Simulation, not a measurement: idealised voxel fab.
Process module in this document: voxel self aligned vias
cross-section cut | 225 nm wide | cells 5 nm
When this document writes out a cross-section, it uses a grid of square cells and lists it as bands, beginning at the top and moving down, with a band standing for one or more rows of cells. The band entry comprises the height of the band's top followed by the height of its bottom, expressed in nm, and subsequently the band's materials from left to right, each stated together with its width in nm. Where a single material is marked with the word "edge to edge", that material fills the band from edge to edge. The word "blank" represents empty space. Heights are expressed relative to 0, this being the level below which the as-received wafer comprises one material exclusively. The lowest band is unbounded in the downward direction and is denoted as in "from 0 down". It should be noted that a width expressed as "30->40" varies in equal increments from row to row of cells within the band, taking the value of the first number at the top row and that of the second number at the bottom row. Key: "nothing was modified" - step with no changed cell in the cross-section. "Closed cavities": empty spaces of 8 cells or more with no open way to the top, each given as width x height at distance, distance from the left edge, all in nm. The remark found on a step's line after its settings is issued by the simulator itself and pertains to that step. Regarding "overlay nm": on a step with a mask, it is the distance the mask lay to the right of its planned place; a negative value places it to the left. Note: before/after cross-section pairs follow, one process step per pair, after-side truncated at the lowest changed band, step and settings given beneath. Different runs of this module on the same starting wafer may supply the pairs; a pair continues the one above only where the "Pre-step profile" entry says so.
Pre-step profile
  from 60 to 55: TiN 50, then blank 20, then TiN 30, then blank 20, then TiN 30, then blank 20, then TiN 55
  from 55 to 45: SiO2 45, then TiN 5, then blank 20, then TiN 5, then SiO2 20, then TiN 5, then blank 20, then TiN 5, then SiO2 20, then TiN 5, then blank 20, then TiN 5, then SiO2 50
  from 45 to 40: SiO2 45, then TiN 30, then SiO2 20, then TiN 30, then SiO2 20, then TiN 30, then SiO2 50
  from 40 to 35: SiN 45, then TiN 5, then SiO2 20, then TiN 5, then SiN 20, then TiN 5, then SiO2 20, then TiN 5, then SiN 20, then TiN 5, then SiO2 20, then TiN 5, then SiN 50
  from 35 to 25: Ru 45, then TiN 5, then SiO2 20, then TiN 5, then Ru 20, then TiN 5, then SiO2 20, then TiN 5, then Ru 20, then TiN 5, then SiO2 20, then TiN 5, then Ru 50
  from 25 to 20: TiN 50, then SiO2 20, then TiN 30, then SiO2 20, then TiN 30, then SiO2 20, then TiN 55
  from 20 to 15: SiCN edge to edge
  from 15 to 0: SiO2 edge to edge
  from 0 down: Si edge to edge
  Closed cavities: none
Post-Process View
  from 65 to 60: Ru edge to edge
  from 60 to 55: TiN 50, then Ru 20, then TiN 30, then Ru 20, then TiN 30, then Ru 20, then TiN 55
  from 55 to 45: SiO2 45, then TiN 5, then Ru 20, then TiN 5, then SiO2 20, then TiN 5, then Ru 20, then TiN 5, then SiO2 20, then TiN 5, then Ru 20, then TiN 5, then SiO2 50
  Below a height of 45, the structure has not been altered.
  Closed cavities: none
Process step (between the before and after cross-sections above): FILL_DEP, material Ru, thk nm 5
Pre-step profile: look at the pair above, its after cross-section is where this step starts.
Post-Process View
  from 55 to 45: SiO2 45, then TiN 5, then Ru 20, then TiN 5, then SiO2 20, then TiN 5, then Ru 20, then TiN 5, then SiO2 20, then TiN 5, then Ru 20, then TiN 5, then SiO2 50
  Below a height of 45, the structure has not been altered.
  Closed cavities: none
Process step (between the before and after cross-sections above): CMP, height nm 55
Pre-step profile: look at the pair above, its after cross-section is where this step starts.
Post-Process View
  from 60 to 55: SiN edge to edge
  Below a height of 55, the structure has not been altered.
  Closed cavities: none
Process step (between the before and after cross-sections above): CONFORMAL_DEP, material SiN, thk nm 5
